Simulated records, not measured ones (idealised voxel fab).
process module | voxel quadruple lines
cross-section cut | 170 nm wide | cells 5 nm
A cross-section is a grid of square cells, given in bands from the top down. A band is one or more rows of cells.
Each band's line starts with the height of the band's top and of its bottom, in nm. Then come its materials from left to right, each with its width in nm. One material with "throughout" fills the band from edge to edge. "air" is empty space.
Height 0 is the level under which the wafer as received is all one material. The lowest band goes on downwards, as in "0 down".
A width such as "30 to 40" changes by the same amount from each row of cells to the next, from the band's top row to its bottom row.
"no change" after a step means that no cell of the cross-section changed.
closed voids: empty space of 8 cells or more with no open way to the top, each as width x height at its distance from the left edge, in nm
after a step's settings: what the simulator itself notes on the step
overlay nm, on a step with a mask: how far to the right of its planned place the mask lay; to the left if negative
Each pair below shows a cross-section before one step and the cross-section after it, down to the lowest band that changed. The line under each pair gives the step between them, with its settings. The pairs can come from different runs of this module on the same starting wafer, so a pair continues from the pair above only where its "before" says so.
before
  0 down: Si throughout
  closed voids: none
after
  10 to 0: SiO2 throughout
  below 0: unchanged
  closed voids: none
the step between: op CONFORMAL_DEP | material SiO2 | thk nm 10
before: the cross-section after the pair above
after
  25 to 10: TiN throughout
  below 10: unchanged
  closed voids: none
the step between: op DIRECTIONAL_DEP | material TiN | thk nm 15
before: the cross-section after the pair above
after
  45 to 25: polySi throughout
  below 25: unchanged
  closed voids: none
the step between: op DIRECTIONAL_DEP | material polySi | thk nm 20
before: the cross-section after the pair above
after
  70 to 45: aC throughout
  below 45: unchanged
  closed voids: none
the step between: op DIRECTIONAL_DEP | material aC | thk nm 25
before: the cross-section after the pair above
after
  105 to 70: air 65 | resist 35 | air 70
  below 70: unchanged
  closed voids: none
the step between: op PATTERN | tone cover | mask id MANDREL | material resist | width nm 35 | thk nm 35 | overlay nm 0
before: the cross-section after the pair above
after
  80 to 70: air 65 | resist 35 | air 70
  70 to 45: air 65 | aC 35 | air 70
  below 45: unchanged
  closed voids: none
the step between: op DIRECTIONAL_ETCH | etch materials aC | depth nm 25
before: the cross-section after the pair above
after
  70 to 45: air 65 | aC 35 | air 70
  below 45: unchanged
  closed voids: none
the step between: op STRIP | etch materials resist
before: the cross-section after the pair above
after
  85 to 70: air 50 | SiO2 65 | air 55
  70 to 60: air 50 | SiO2 15 | aC 35 | SiO2 15 | air 55
  60 to 45: SiO2 65 | aC 35 | SiO2 70
  below 45: unchanged
  closed voids: none
the step between: op CONFORMAL_DEP | material SiO2 | thk nm 15
before: the cross-section after the pair above
after
  70 to 45: air 50 | SiO2 15 | aC 35 | SiO2 15 | air 55
  below 45: unchanged
  closed voids: none
the step between: op DIRECTIONAL_ETCH | etch materials SiO2 | depth nm 15
before: the cross-section after the pair above
after
  70 to 45: air 50 | SiO2 15 | air 35 | SiO2 15 | air 55
  below 45: unchanged
  closed voids: none
the step between: op STRIP | etch materials aC
before: the cross-section after the pair above
after
  70 to 45: air 50 | SiO2 15 | air 35 | SiO2 15 | air 55
  45 to 25: air 50 | polySi 15 | air 35 | polySi 15 | air 55
  below 25: unchanged
  closed voids: none
the step between: op DIRECTIONAL_ETCH | etch materials polySi | depth nm 20
before: the cross-section after the pair above
after
  45 to 25: air 50 | polySi 15 | air 35 | polySi 15 | air 55
  below 25: unchanged
  closed voids: none
the step between: op STRIP | etch materials SiO2
before: the cross-section after the pair above
after
  55 to 45: air 40 | SiCN 35 | air 15 | SiCN 35 | air 45
  45 to 35: air 40 | SiCN 10 | polySi 15 | SiCN 10 | air 15 | SiCN 10 | polySi 15 | SiCN 10 | air 45
  35 to 25: SiCN 50 | polySi 15 | SiCN 35 | polySi 15 | SiCN 55
  below 25: unchanged
  closed voids: none
the step between: op CONFORMAL_DEP | material SiCN | thk nm 10
before: the cross-section after the pair above
after
  45 to 25: air 40 | SiCN 10 | polySi 15 | SiCN 10 | air 15 | SiCN 10 | polySi 15 | SiCN 10 | air 45
  below 25: unchanged
  closed voids: none
the step between: op DIRECTIONAL_ETCH | etch materials SiCN | depth nm 10
before: the cross-section after the pair above
after
  45 to 25: air 40 | SiCN 10 | air 15 | SiCN 10 | air 15 | SiCN 10 | air 15 | SiCN 10 | air 45
  below 25: unchanged
  closed voids: none
the step between: op STRIP | etch materials polySi
before: the cross-section after the pair above
after
  45 to 25: air 40 | SiCN 10 | air 15 | SiCN 10 | air 15 | SiCN 10 | air 15 | SiCN 10 | air 45
  25 to 10: air 40 | TiN 10 | air 15 | TiN 10 | air 15 | TiN 10 | air 15 | TiN 10 | air 45
  below 10: unchanged
  closed voids: none
the step between: op DIRECTIONAL_ETCH | etch materials TiN | depth nm 15
before: the cross-section after the pair above
after
  25 to 10: air 40 | TiN 10 | air 15 | TiN 10 | air 15 | TiN 10 | air 15 | TiN 10 | air 45
  below 10: unchanged
  closed voids: none
the step between: op STRIP | etch materials SiCN
before: the cross-section after the pair above
after
  35 to 25: SiO2 throughout
  25 to 10: SiO2 40 | TiN 10 | SiO2 15 | TiN 10 | SiO2 15 | TiN 10 | SiO2 15 | TiN 10 | SiO2 45
  below 10: unchanged
  closed voids: none
the step between: op FILL_DEP | material SiO2 | thk nm 10
before: the cross-section after the pair above
after
  25 to 10: SiO2 40 | TiN 10 | SiO2 15 | TiN 10 | SiO2 15 | TiN 10 | SiO2 15 | TiN 10 | SiO2 45
  below 10: unchanged
  closed voids: none
the step between: op CMP | height nm 25
before
  0 down: Si throughout
  closed voids: none
after
  15 to 0: TiN throughout
  below 0: unchanged
  closed voids: none
the step between: op DIRECTIONAL_DEP | material TiN | thk nm 15
before: the cross-section after the pair above
after
  35 to 15: polySi throughout
  below 15: unchanged
  closed voids: none
the step between: op DIRECTIONAL_DEP | material polySi | thk nm 20
before: the cross-section after the pair above
after
  60 to 35: aC throughout
  below 35: unchanged
  closed voids: none
the step between: op DIRECTIONAL_DEP | material aC | thk nm 25
before: the cross-section after the pair above
after
  95 to 60: air 65 | resist 35 | air 70
  below 60: unchanged
  closed voids: none
the step between: op PATTERN | tone cover | mask id MANDREL | material resist | width nm 35 | thk nm 35 | overlay nm 0
before: the cross-section after the pair above
after
  70 to 60: air 65 | resist 35 | air 70
  60 to 35: air 65 | aC 35 | air 70
  below 35: unchanged
  closed voids: none
the step between: op DIRECTIONAL_ETCH | etch materials aC | depth nm 25
before: the cross-section after the pair above
after
  60 to 35: air 65 | aC 35 | air 70
  below 35: unchanged
  closed voids: none
the step between: op STRIP | etch materials resist
before: the cross-section after the pair above
after
  75 to 60: air 50 | SiO2 65 | air 55
  60 to 50: air 50 | SiO2 15 | aC 35 | SiO2 15 | air 55
  50 to 35: SiO2 65 | aC 35 | SiO2 70
  below 35: unchanged
  closed voids: none
the step between: op CONFORMAL_DEP | material SiO2 | thk nm 15
before: the cross-section after the pair above
after
  60 to 35: air 50 | SiO2 15 | aC 35 | SiO2 15 | air 55
  below 35: unchanged
  closed voids: none
the step between: op DIRECTIONAL_ETCH | etch materials SiO2 | depth nm 15
before: the cross-section after the pair above
after
  60 to 35: air 50 | SiO2 15 | air 35 | SiO2 15 | air 55
  below 35: unchanged
  closed voids: none
the step between: op STRIP | etch materials aC
before: the cross-section after the pair above
after
  60 to 35: air 50 | SiO2 15 | air 35 | SiO2 15 | air 55
  35 to 15: air 50 | polySi 15 | air 35 | polySi 15 | air 55
  below 15: unchanged
  closed voids: none
the step between: op DIRECTIONAL_ETCH | etch materials polySi | depth nm 20
before: the cross-section after the pair above
after
  35 to 15: air 50 | polySi 15 | air 35 | polySi 15 | air 55
  below 15: unchanged
  closed voids: none
the step between: op STRIP | etch materials SiO2
before: the cross-section after the pair above
after
  45 to 35: air 40 | SiCN 35 | air 15 | SiCN 35 | air 45
  35 to 25: air 40 | SiCN 10 | polySi 15 | SiCN 10 | air 15 | SiCN 10 | polySi 15 | SiCN 10 | air 45
  25 to 15: SiCN 50 | polySi 15 | SiCN 35 | polySi 15 | SiCN 55
  below 15: unchanged
  closed voids: none
the step between: op CONFORMAL_DEP | material SiCN | thk nm 10
before: the cross-section after the pair above
after
  35 to 15: air 40 | SiCN 10 | polySi 15 | SiCN 10 | air 15 | SiCN 10 | polySi 15 | SiCN 10 | air 45
  below 15: unchanged
  closed voids: none
the step between: op DIRECTIONAL_ETCH | etch materials SiCN | depth nm 10
before: the cross-section after the pair above
after
  35 to 15: air 40 | SiCN 10 | air 15 | SiCN 10 | air 15 | SiCN 10 | air 15 | SiCN 10 | air 45
  below 15: unchanged
  closed voids: none
the step between: op STRIP | etch materials polySi
before: the cross-section after the pair above
after
  35 to 15: air 40 | SiCN 10 | air 15 | SiCN 10 | air 15 | SiCN 10 | air 15 | SiCN 10 | air 45
  15 to 0: air 40 | TiN 10 | air 15 | TiN 10 | air 15 | TiN 10 | air 15 | TiN 10 | air 45
  below 0: unchanged
  closed voids: none
the step between: op DIRECTIONAL_ETCH | etch materials TiN | depth nm 15
before: the cross-section after the pair above
after
  15 to 0: air 40 | TiN 10 | air 15 | TiN 10 | air 15 | TiN 10 | air 15 | TiN 10 | air 45
  below 0: unchanged
  closed voids: none
the step between: op STRIP | etch materials SiCN
before: the cross-section after the pair above
after
  25 to 15: SiO2 throughout
  15 to 0: SiO2 40 | TiN 10 | SiO2 15 | TiN 10 | SiO2 15 | TiN 10 | SiO2 15 | TiN 10 | SiO2 45
  below 0: unchanged
  closed voids: none
the step between: op FILL_DEP | material SiO2 | thk nm 10
before
  10 to 0: SiO2 throughout
  0 down: Si throughout
  closed voids: none
after
  30 to 10: polySi throughout
  below 10: unchanged
  closed voids: none
the step between: op DIRECTIONAL_DEP | material polySi | thk nm 20
before: the cross-section after the pair above
after
  45 to 30: TiN throughout
  below 30: unchanged
  closed voids: none
the step between: op DIRECTIONAL_DEP | material TiN | thk nm 15
before: the cross-section after the pair above
after
  70 to 45: aC throughout
  below 45: unchanged
  closed voids: none
the step between: op DIRECTIONAL_DEP | material aC | thk nm 25
before: the cross-section after the pair above
after
  105 to 70: air 65 | resist 35 | air 70
  below 70: unchanged
  closed voids: none
the step between: op PATTERN | tone cover | mask id MANDREL | material resist | width nm 35 | thk nm 35 | overlay nm 0
before: the cross-section after the pair above
after
  80 to 70: air 65 | resist 35 | air 70
  70 to 45: air 65 | aC 35 | air 70
  below 45: unchanged
  closed voids: none
the step between: op DIRECTIONAL_ETCH | etch materials aC | depth nm 25
before: the cross-section after the pair above
after
  70 to 45: air 65 | aC 35 | air 70
  below 45: unchanged
  closed voids: none
the step between: op STRIP | etch materials resist
before: the cross-section after the pair above
after
  85 to 70: air 50 | SiO2 65 | air 55
  70 to 60: air 50 | SiO2 15 | aC 35 | SiO2 15 | air 55
  60 to 45: SiO2 65 | aC 35 | SiO2 70
  below 45: unchanged
  closed voids: none
the step between: op CONFORMAL_DEP | material SiO2 | thk nm 15
before: the cross-section after the pair above
after
  70 to 45: air 50 | SiO2 15 | aC 35 | SiO2 15 | air 55
  below 45: unchanged
  closed voids: none
the step between: op DIRECTIONAL_ETCH | etch materials SiO2 | depth nm 15
before: the cross-section after the pair above
after
  70 to 45: air 50 | SiO2 15 | air 35 | SiO2 15 | air 55
  below 45: unchanged
  closed voids: none
the step between: op STRIP | etch materials aC
before: the cross-section after the pair above
after
  45 to 30: TiN throughout
  below 30: unchanged
  closed voids: none
the step between: op STRIP | etch materials SiO2
before: the cross-section after the pair above
after
  55 to 45: SiCN throughout
  below 45: unchanged
  closed voids: none
the step between: op CONFORMAL_DEP | material SiCN | thk nm 10
before: the cross-section after the pair above
after
  45 to 30: TiN throughout
  below 30: unchanged
  closed voids: none
the step between: op DIRECTIONAL_ETCH | etch materials SiCN | depth nm 10
before: the cross-section after the pair above
after
  30 to 10: polySi throughout
  below 10: unchanged
  closed voids: none
the step between: op DIRECTIONAL_ETCH | etch materials TiN | depth nm 15
before: the cross-section after the pair above
after
  40 to 30: SiO2 throughout
  below 30: unchanged
  closed voids: none
the step between: op FILL_DEP | material SiO2 | thk nm 10
before: the cross-section after the pair above
after
  25 to 10: polySi throughout
  below 10: unchanged
  closed voids: none
the step between: op CMP | height nm 25
before
  35 to 25: SiO2 throughout
  25 to 10: SiO2 40 | TiN 10 | SiO2 15 | TiN 10 | SiO2 15 | TiN 10 | SiO2 15 | TiN 10 | SiO2 45
  10 to 0: SiO2 throughout
  0 down: Si throughout
  closed voids: none
after
  15 to 10: SiO2 40 | TiN 10 | SiO2 15 | TiN 10 | SiO2 15 | TiN 10 | SiO2 15 | TiN 10 | SiO2 45
  below 10: unchanged
  closed voids: none
the step between: op CMP | height nm 15
before
  70 to 45: aC throughout
  45 to 25: polySi throughout
  25 to 10: TiN throughout
  10 to 0: SiO2 throughout
  0 down: Si throughout
  closed voids: none
after
  105 to 70: air 70 | resist 25 | air 75
  below 70: unchanged
  closed voids: none
the step between: op PATTERN | tone cover | mask id MANDREL | material resist | width nm 25 | thk nm 35 | overlay nm 0
before: the cross-section after the pair above
after
  80 to 70: air 70 | resist 25 | air 75
  70 to 45: air 70 | aC 25 | air 75
  below 45: unchanged
  closed voids: none
the step between: op DIRECTIONAL_ETCH | etch materials aC | depth nm 25
before: the cross-section after the pair above
after
  70 to 45: air 70 | aC 25 | air 75
  below 45: unchanged
  closed voids: none
the step between: op STRIP | etch materials resist
before: the cross-section after the pair above
after
  85 to 70: air 55 | SiO2 55 | air 60
  70 to 60: air 55 | SiO2 15 | aC 25 | SiO2 15 | air 60
  60 to 45: SiO2 70 | aC 25 | SiO2 75
  below 45: unchanged
  closed voids: none
the step between: op CONFORMAL_DEP | material SiO2 | thk nm 15
before: the cross-section after the pair above
after
  70 to 45: air 55 | SiO2 15 | aC 25 | SiO2 15 | air 60
  below 45: unchanged
  closed voids: none
the step between: op DIRECTIONAL_ETCH | etch materials SiO2 | depth nm 15
before: the cross-section after the pair above
after
  70 to 45: air 55 | SiO2 15 | air 25 | SiO2 15 | air 60
  below 45: unchanged
  closed voids: none
the step between: op STRIP | etch materials aC
before: the cross-section after the pair above
after
  70 to 45: air 55 | SiO2 15 | air 25 | SiO2 15 | air 60
  45 to 25: air 55 | polySi 15 | air 25 | polySi 15 | air 60
  below 25: unchanged
  closed voids: none
the step between: op DIRECTIONAL_ETCH | etch materials polySi | depth nm 20
before: the cross-section after the pair above
after
  45 to 25: air 55 | polySi 15 | air 25 | polySi 15 | air 60
  below 25: unchanged
  closed voids: none
the step between: op STRIP | etch materials SiO2
before: the cross-section after the pair above
after
  55 to 45: air 45 | SiCN 35 | air 5 | SiCN 35 | air 50
  45 to 35: air 45 | SiCN 10 | polySi 15 | SiCN 10 | air 5 | SiCN 10 | polySi 15 | SiCN 10 | air 50
  35 to 25: SiCN 55 | polySi 15 | SiCN 25 | polySi 15 | SiCN 60
  below 25: unchanged
  closed voids: none
the step between: op CONFORMAL_DEP | material SiCN | thk nm 10
before: the cross-section after the pair above
after
  45 to 25: air 45 | SiCN 10 | polySi 15 | SiCN 10 | air 5 | SiCN 10 | polySi 15 | SiCN 10 | air 50
  below 25: unchanged
  closed voids: none
the step between: op DIRECTIONAL_ETCH | etch materials SiCN | depth nm 10
before: the cross-section after the pair above
after
  45 to 25: air 45 | SiCN 10 | air 15 | SiCN 10 | air 5 | SiCN 10 | air 15 | SiCN 10 | air 50
  below 25: unchanged
  closed voids: none
the step between: op STRIP | etch materials polySi
before: the cross-section after the pair above
after
  45 to 25: air 45 | SiCN 10 | air 15 | SiCN 10 | air 5 | SiCN 10 | air 15 | SiCN 10 | air 50
  25 to 10: air 45 | TiN 10 | air 15 | TiN 10 | air 5 | TiN 10 | air 15 | TiN 10 | air 50
  below 10: unchanged
  closed voids: none
the step between: op DIRECTIONAL_ETCH | etch materials TiN | depth nm 15
before: the cross-section after the pair above
after
  25 to 10: air 45 | TiN 10 | air 15 | TiN 10 | air 5 | TiN 10 | air 15 | TiN 10 | air 50
  below 10: unchanged
  closed voids: none
the step between: op STRIP | etch materials SiCN
before: the cross-section after the pair above
after
  35 to 25: SiO2 throughout
  25 to 10: SiO2 45 | TiN 10 | SiO2 15 | TiN 10 | SiO2 5 | TiN 10 | SiO2 15 | TiN 10 | SiO2 50
  below 10: unchanged
  closed voids: none
the step between: op FILL_DEP | material SiO2 | thk nm 10
before: the cross-section after the pair above
after
  25 to 10: SiO2 45 | TiN 10 | SiO2 15 | TiN 10 | SiO2 5 | TiN 10 | SiO2 15 | TiN 10 | SiO2 50
  below 10: unchanged
  closed voids: none
the step between: op CMP | height nm 25
before
  70 to 45: aC throughout
  45 to 25: polySi throughout
  25 to 10: TiN throughout
  10 to 0: SiO2 throughout
  0 down: Si throughout
  closed voids: none
after
  105 to 70: air 55 | resist 35 | air 80
  below 70: unchanged
  closed voids: none
the step between: op PATTERN | tone cover | mask id MANDREL | material resist | width nm 35 | thk nm 35 | overlay nm -10
before: the cross-section after the pair above
after
  80 to 70: air 55 | resist 35 | air 80
  70 to 45: air 55 | aC 35 | air 80
  below 45: unchanged
  closed voids: none
the step between: op DIRECTIONAL_ETCH | etch materials aC | depth nm 25
before: the cross-section after the pair above
after
  70 to 45: air 55 | aC 35 | air 80
  below 45: unchanged
  closed voids: none
the step between: op STRIP | etch materials resist
before: the cross-section after the pair above
after
  85 to 70: air 40 | SiO2 65 | air 65
  70 to 60: air 40 | SiO2 15 | aC 35 | SiO2 15 | air 65
  60 to 45: SiO2 55 | aC 35 | SiO2 80
  below 45: unchanged
  closed voids: none
the step between: op CONFORMAL_DEP | material SiO2 | thk nm 15
before: the cross-section after the pair above
after
  70 to 45: air 40 | SiO2 15 | aC 35 | SiO2 15 | air 65
  below 45: unchanged
  closed voids: none
the step between: op DIRECTIONAL_ETCH | etch materials SiO2 | depth nm 15
before: the cross-section after the pair above
after
  70 to 45: air 40 | SiO2 15 | air 35 | SiO2 15 | air 65
  below 45: unchanged
  closed voids: none
the step between: op STRIP | etch materials aC
before: the cross-section after the pair above
after
  70 to 45: air 40 | SiO2 15 | air 35 | SiO2 15 | air 65
  45 to 25: air 40 | polySi 15 | air 35 | polySi 15 | air 65
  below 25: unchanged
  closed voids: none
the step between: op DIRECTIONAL_ETCH | etch materials polySi | depth nm 20
before: the cross-section after the pair above
after
  45 to 25: air 40 | polySi 15 | air 35 | polySi 15 | air 65
  below 25: unchanged
  closed voids: none
the step between: op STRIP | etch materials SiO2
before: the cross-section after the pair above
after
  55 to 45: air 30 | SiCN 35 | air 15 | SiCN 35 | air 55
  45 to 35: air 30 | SiCN 10 | polySi 15 | SiCN 10 | air 15 | SiCN 10 | polySi 15 | SiCN 10 | air 55
  35 to 25: SiCN 40 | polySi 15 | SiCN 35 | polySi 15 | SiCN 65
  below 25: unchanged
  closed voids: none
the step between: op CONFORMAL_DEP | material SiCN | thk nm 10
before: the cross-section after the pair above
after
  45 to 25: air 30 | SiCN 10 | polySi 15 | SiCN 10 | air 15 | SiCN 10 | polySi 15 | SiCN 10 | air 55
  below 25: unchanged
  closed voids: none
the step between: op DIRECTIONAL_ETCH | etch materials SiCN | depth nm 10
before: the cross-section after the pair above
after
  45 to 25: air 30 | SiCN 10 | air 15 | SiCN 10 | air 15 | SiCN 10 | air 15 | SiCN 10 | air 55
  below 25: unchanged
  closed voids: none
the step between: op STRIP | etch materials polySi
before: the cross-section after the pair above
after
  45 to 25: air 30 | SiCN 10 | air 15 | SiCN 10 | air 15 | SiCN 10 | air 15 | SiCN 10 | air 55
  25 to 10: air 30 | TiN 10 | air 15 | TiN 10 | air 15 | TiN 10 | air 15 | TiN 10 | air 55
  below 10: unchanged
  closed voids: none
the step between: op DIRECTIONAL_ETCH | etch materials TiN | depth nm 15
before: the cross-section after the pair above
after
  25 to 10: air 30 | TiN 10 | air 15 | TiN 10 | air 15 | TiN 10 | air 15 | TiN 10 | air 55
  below 10: unchanged
  closed voids: none
the step between: op STRIP | etch materials SiCN
before: the cross-section after the pair above
after
  35 to 25: SiO2 throughout
  25 to 10: SiO2 30 | TiN 10 | SiO2 15 | TiN 10 | SiO2 15 | TiN 10 | SiO2 15 | TiN 10 | SiO2 55
  below 10: unchanged
  closed voids: none
the step between: op FILL_DEP | material SiO2 | thk nm 10
before: the cross-section after the pair above
after
  25 to 10: SiO2 30 | TiN 10 | SiO2 15 | TiN 10 | SiO2 15 | TiN 10 | SiO2 15 | TiN 10 | SiO2 55
  below 10: unchanged
  closed voids: none
the step between: op CMP | height nm 25
before
  25 to 10: air 40 | TiN 10 | air 15 | TiN 10 | air 15 | TiN 10 | air 15 | TiN 10 | air 45
  10 to 0: SiO2 throughout
  0 down: Si throughout
  closed voids: none
after
  35 to 25: polySi throughout
  25 to 10: polySi 40 | TiN 10 | polySi 15 | TiN 10 | polySi 15 | TiN 10 | polySi 15 | TiN 10 | polySi 45
  below 10: unchanged
  closed voids: none
the step between: op FILL_DEP | material polySi | thk nm 10
before: the cross-section after the pair above
after
  25 to 10: polySi 40 | TiN 10 | polySi 15 | TiN 10 | polySi 15 | TiN 10 | polySi 15 | TiN 10 | polySi 45
  below 10: unchanged
  closed voids: none
the step between: op CMP | height nm 25
before
  70 to 45: aC throughout
  45 to 25: polySi throughout
  25 to 10: TiN throughout
  10 to 0: SiO2 throughout
  0 down: Si throughout
  closed voids: none
after
  105 to 70: resist 65 | air 35 | resist 70
  below 70: unchanged
  closed voids: none
the step between: op PATTERN | tone open | mask id MANDREL | material resist | width nm 35 | thk nm 35 | overlay nm 0
before: the cross-section after the pair above
after
  80 to 70: resist 65 | air 35 | resist 70
  70 to 45: aC 65 | air 35 | aC 70
  below 45: unchanged
  closed voids: none
the step between: op DIRECTIONAL_ETCH | etch materials aC | depth nm 25
before: the cross-section after the pair above
after
  70 to 45: aC 65 | air 35 | aC 70
  below 45: unchanged
  closed voids: none
the step between: op STRIP | etch materials resist
before: the cross-section after the pair above
after
  85 to 70: SiO2 80 | air 5 | SiO2 85
  70 to 60: aC 65 | SiO2 15 | air 5 | SiO2 15 | aC 70
  60 to 45: aC 65 | SiO2 35 | aC 70
  below 45: unchanged
  closed voids: none
the step between: op CONFORMAL_DEP | material SiO2 | thk nm 15
before: the cross-section after the pair above
after
  70 to 45: aC 65 | SiO2 15 | air 5 | SiO2 15 | aC 70
  below 45: unchanged
  closed voids: none
the step between: op DIRECTIONAL_ETCH | etch materials SiO2 | depth nm 15
before: the cross-section after the pair above
after
  70 to 45: air 65 | SiO2 15 | air 5 | SiO2 15 | air 70
  below 45: unchanged
  closed voids: none
the step between: op STRIP | etch materials aC
before: the cross-section after the pair above
after
  70 to 45: air 65 | SiO2 15 | air 5 | SiO2 15 | air 70
  45 to 25: air 65 | polySi 15 | air 5 | polySi 15 | air 70
  below 25: unchanged
  closed voids: none
the step between: op DIRECTIONAL_ETCH | etch materials polySi | depth nm 20
before: the cross-section after the pair above
after
  45 to 25: air 65 | polySi 15 | air 5 | polySi 15 | air 70
  below 25: unchanged
  closed voids: none
the step between: op STRIP | etch materials SiO2
before: the cross-section after the pair above
after
  55 to 45: air 55 | SiCN 55 | air 60
  45 to 35: air 55 | SiCN 10 | polySi 15 | SiCN 5 | polySi 15 | SiCN 10 | air 60
  35 to 25: SiCN 65 | polySi 15 | SiCN 5 | polySi 15 | SiCN 70
  below 25: unchanged
  closed voids: none
the step between: op CONFORMAL_DEP | material SiCN | thk nm 10
before: the cross-section after the pair above
after
  45 to 25: air 55 | SiCN 10 | polySi 15 | SiCN 5 | polySi 15 | SiCN 10 | air 60
  below 25: unchanged
  closed voids: none
the step between: op DIRECTIONAL_ETCH | etch materials SiCN | depth nm 10
before: the cross-section after the pair above
after
  45 to 25: air 55 | SiCN 10 | air 15 | SiCN 5 | air 15 | SiCN 10 | air 60
  below 25: unchanged
  closed voids: none
the step between: op STRIP | etch materials polySi
before: the cross-section after the pair above
after
  45 to 25: air 55 | SiCN 10 | air 15 | SiCN 5 | air 15 | SiCN 10 | air 60
  25 to 10: air 55 | TiN 10 | air 15 | TiN 5 | air 15 | TiN 10 | air 60
  below 10: unchanged
  closed voids: none
the step between: op DIRECTIONAL_ETCH | etch materials TiN | depth nm 15
before: the cross-section after the pair above
after
  25 to 10: air 55 | TiN 10 | air 15 | TiN 5 | air 15 | TiN 10 | air 60
  below 10: unchanged
  closed voids: none
the step between: op STRIP | etch materials SiCN
before: the cross-section after the pair above
after
  35 to 25: SiO2 throughout
  25 to 10: SiO2 55 | TiN 10 | SiO2 15 | TiN 5 | SiO2 15 | TiN 10 | SiO2 60
  below 10: unchanged
  closed voids: none
the step between: op FILL_DEP | material SiO2 | thk nm 10
before: the cross-section after the pair above
after
  25 to 10: SiO2 55 | TiN 10 | SiO2 15 | TiN 5 | SiO2 15 | TiN 10 | SiO2 60
  below 10: unchanged
  closed voids: none
the step between: op CMP | height nm 25
